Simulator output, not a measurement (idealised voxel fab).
process module | voxel local oxidation
cross-section cut | 295 nm wide | cells 5 nm
A cross-section is a grid of square cells, given in bands from the top down. A band is one or more rows of cells.
Each band's line starts with the height of the band's top and of its bottom, in nm. Then come its materials from left to right, each with its width in nm. One material with "throughout" fills the band from edge to edge. "air" is empty space.
Height 0 is the level under which the wafer as received is all one material. The lowest band goes on downwards, as in "0 down".
A width such as "30 to 40" changes by the same amount from each row of cells to the next, from the band's top row to its bottom row.
"no change" after a step means that no cell of the cross-section changed.
closed voids: empty space of 8 cells or more with no open way to the top, each as width x height at its distance from the left edge, in nm
after a step's settings: what the simulator itself notes on the step
overlay nm, on a step with a mask: how far to the right of its planned place the mask lay; to the left if negative
plan
1 op RECEIVE | material Si
2 op CONFORMAL_DEP | material SiO2 | thk nm 5
3 op CONFORMAL_DEP | material SiN | thk nm 10
4 op DIRECTIONAL_DEP | material aC | thk nm 10
5 op PATTERN | tone cover | mask id ACTIVE | material resist | width nm 95 | pitch nm 135 | thk nm 30 | overlay nm 0
6 op DIRECTIONAL_ETCH | etch materials aC | depth nm 10
7 op STRIP | etch materials resist
8 op DIRECTIONAL_ETCH | etch materials SiN | depth nm 10
9 op STRIP | etch materials aC
10 op SELECTIVE_ETCH | etch materials SiO2 | depth nm 5
11 op OXIDIZE | depth nm 15
12 op STRIP | etch materials SiN
as received, after step 1
  0 down: Si throughout
  closed voids: none
first wafer at the end, as planned
  5 to 0: air 35 | SiO2 85 | air 50 | SiO2 85 | air 40
  0 to -15: SiO2 50 | Si 55 | SiO2 80 | Si 55 | SiO2 55
  -15 down: Si throughout
  closed voids: none
second wafer at the end: like start, like plan, one mistake
  5 to 0: air 35 | SiO2 85 | air 50 | SiO2 85 | air 40
  0 to -25: SiO2 60 | Si 35 | SiO2 100 | Si 35 | SiO2 65
  -25 down: Si throughout
  closed voids: none
what went wrong: step 11 ran as: op OXIDIZE | depth nm 25
at the end the second wafer has, in cells: 114 fewer of Si | 114 more of SiO2
